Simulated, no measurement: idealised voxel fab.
Herein follows the process module entitled voxel released beams.
It is cross-section cut that appears here, measuring 270 nm in width, its square cells being 5 nm in size.
In this document a cross-section is written as a grid of square cells. It is given as a series of bands, listed from the top down, and a band is one or more rows of cells.
In this notation a band is specified by the heights of its top and bottom, in that order and in nm, after which its materials appear from left to right, each paired with its width in nm. The word "full width" attached to a single material means that material fills the band from edge to edge; the word "air" stands for empty space.
Convention: height 0 is the level below which the wafer, as received, is all one material. The lowest band does not terminate at the bottom but continues downward, represented as "top 0, no bottom".
Width: "30 to 40" (first number = top row, second number = bottom row, same change from row to row of cells).
The designation "nothing was modified", where it is given for a processing step, indicates that no cell of the cross-section was altered in the course of that step.
"Voids, enclosed" lists enclosed empty spaces (at least 8 cells, no open path upward to the top), each as width x height at distance from the left edge, in nm.
Step line, after settings: the simulator's comment on this step.
A step line may carry the setting "overlay nm", which, for steps involving a mask, states the distance by which the mask lay to the right of its intended position; negative values denote displacement to the left.

-- The planned process steps are enumerated hereunder
| 1 | op RECEIVE | material Si |
| 2 | op CONFORMAL_DEP | material SiN | thk nm 10 |
| 3 | op DIRECTIONAL_DEP | material SiO2 | thk nm 20 |
| 4 | op MASKED_ETCH | tone open | mask id ANCHOR | width nm 30 | etch materials SiO2 | depth nm 20 | overlay nm 0 |
| 5 | op CONFORMAL_DEP | material polySi | thk nm 10 |
| 6 | op DIRECTIONAL_DEP | material aC | thk nm 10 |
| 7 | op PATTERN | tone cover | mask id BEAM | material resist | width nm 90 | thk nm 25 | overlay nm 0 |
| 8 | op DIRECTIONAL_ETCH | etch materials aC | depth nm 10 |
| 9 | op STRIP | etch materials resist |
| 10 | op DIRECTIONAL_ETCH | etch materials polySi | depth nm 10 |
| 11 | op STRIP | etch materials aC |
| 12 | op STRIP | etch materials SiO2 |

-- What follows covers the first of two wafers; it ran as planned

-- Step 1 complete: cross-section of the wafer as received
* top 0, no bottom = Si full width
* Voids, enclosed: none

-- after step 2
* top 10, bottom 0 = SiN full width
* Lower than 0, everything is as it was.

-- after step 3
* top 30, bottom 10 = SiO2 full width
* Lower than 10, everything is as it was.

-- after step 4
* top 30, bottom 10 = 90 SiO2, 30 air, 150 SiO2
* Lower than 10, everything is as it was.

-- after step 5
* top 40, bottom 30 = 100 polySi, 10 air, 160 polySi
* top 30, bottom 20 = 90 SiO2, 10 polySi, 10 air, 10 polySi, 150 SiO2
* top 20, bottom 10 = 90 SiO2, 30 polySi, 150 SiO2
* Lower than 10, everything is as it was.

-- after step 6
* top 50, bottom 40 = 100 aC, 10 air, 160 aC
* top 40, bottom 30 = 100 polySi, 10 air, 160 polySi
* top 30, bottom 20 = 90 SiO2, 10 polySi, 10 aC, 10 polySi, 150 SiO2
* Lower than 20, everything is as it was.

-- after step 7
* top 75, bottom 50 = 85 air, 90 resist, 95 air
* top 50, bottom 40 = 100 aC, 10 resist, 160 aC
* top 40, bottom 30 = 100 polySi, 10 resist, 160 polySi
* Lower than 30, everything is as it was.

-- after step 8
* top 65, bottom 50 = 85 air, 90 resist, 95 air
* top 50, bottom 40 = 85 air, 15 aC, 10 resist, 65 aC, 95 air
* Lower than 40, everything is as it was.

-- after step 9
* top 50, bottom 40 = 85 air, 15 aC, 10 air, 65 aC, 95 air
* top 40, bottom 30 = 100 polySi, 10 air, 160 polySi
* Lower than 30, everything is as it was.

-- after step 10
* top 50, bottom 40 = 85 air, 15 aC, 10 air, 65 aC, 95 air
* top 40, bottom 30 = 85 air, 15 polySi, 10 air, 65 polySi, 95 air
* Lower than 30, everything is as it was.

-- after step 11
* top 40, bottom 30 = 85 air, 15 polySi, 10 air, 65 polySi, 95 air
* top 30, bottom 20 = 90 SiO2, 10 polySi, 10 air, 10 polySi, 150 SiO2
* Lower than 20, everything is as it was.

-- after step 12
* top 40, bottom 30 = 85 air, 15 polySi, 10 air, 65 polySi, 95 air
* top 30, bottom 20 = 90 air, 10 polySi, 10 air, 10 polySi, 150 air
* top 20, bottom 10 = 90 air, 30 polySi, 150 air
* Lower than 10, everything is as it was.

-- Here the second wafer is described. Its start and its plan were those of the first wafer. Its run contained one mistake. Up to and including step 3, it did exactly what the first wafer did

-- Second wafer, sectioned view, at step 4's planned end time
* top 30, bottom 10 = 95 SiO2, 30 air, 145 SiO2
* Lower than 10, everything is as it was.

-- Second wafer, sectioned view, at step 5's planned end time
* top 40, bottom 30 = 105 polySi, 10 air, 155 polySi
* top 30, bottom 20 = 95 SiO2, 10 polySi, 10 air, 10 polySi, 145 SiO2
* top 20, bottom 10 = 95 SiO2, 30 polySi, 145 SiO2
* Lower than 10, everything is as it was.

-- Second wafer, sectioned view, at step 6's planned end time
* top 50, bottom 40 = 105 aC, 10 air, 155 aC
* top 40, bottom 30 = 105 polySi, 10 air, 155 polySi
* top 30, bottom 20 = 95 SiO2, 10 polySi, 10 aC, 10 polySi, 145 SiO2
* Lower than 20, everything is as it was.

-- Second wafer, sectioned view, at step 7's planned end time
* top 75, bottom 50 = 85 air, 90 resist, 95 air
* top 50, bottom 40 = 105 aC, 10 resist, 155 aC
* top 40, bottom 30 = 105 polySi, 10 resist, 155 polySi
* Lower than 30, everything is as it was.

-- Second wafer, sectioned view, at step 8's planned end time
* top 65, bottom 50 = 85 air, 90 resist, 95 air
* top 50, bottom 40 = 85 air, 20 aC, 10 resist, 60 aC, 95 air
* Lower than 40, everything is as it was.

-- Second wafer, sectioned view, at step 9's planned end time
* top 50, bottom 40 = 85 air, 20 aC, 10 air, 60 aC, 95 air
* top 40, bottom 30 = 105 polySi, 10 air, 155 polySi
* Lower than 30, everything is as it was.

-- Second wafer, sectioned view, at step 10's planned end time
* top 50, bottom 40 = 85 air, 20 aC, 10 air, 60 aC, 95 air
* top 40, bottom 30 = 85 air, 20 polySi, 10 air, 60 polySi, 95 air
* Lower than 30, everything is as it was.

-- Second wafer, sectioned view, at step 11's planned end time
* top 40, bottom 30 = 85 air, 20 polySi, 10 air, 60 polySi, 95 air
* top 30, bottom 20 = 95 SiO2, 10 polySi, 10 air, 10 polySi, 145 SiO2
* Lower than 20, everything is as it was.

-- Second wafer, sectioned view, at step 12's planned end time
* top 40, bottom 30 = 85 air, 20 polySi, 10 air, 60 polySi, 95 air
* top 30, bottom 20 = 95 air, 10 polySi, 10 air, 10 polySi, 145 air
* top 20, bottom 10 = 95 air, 30 polySi, 145 air
* Lower than 10, everything is as it was.
In executing the process, a mistake was made relative to the plan: step 4 did not use the planned setting and instead ran as op MASKED_ETCH | tone open | mask id ANCHOR | width nm 30 | etch materials SiO2 | depth nm 20 | overlay nm 5
By the end, you'd get the same cell count for each material on either wafer, but the second wafer puts them somewhere else.
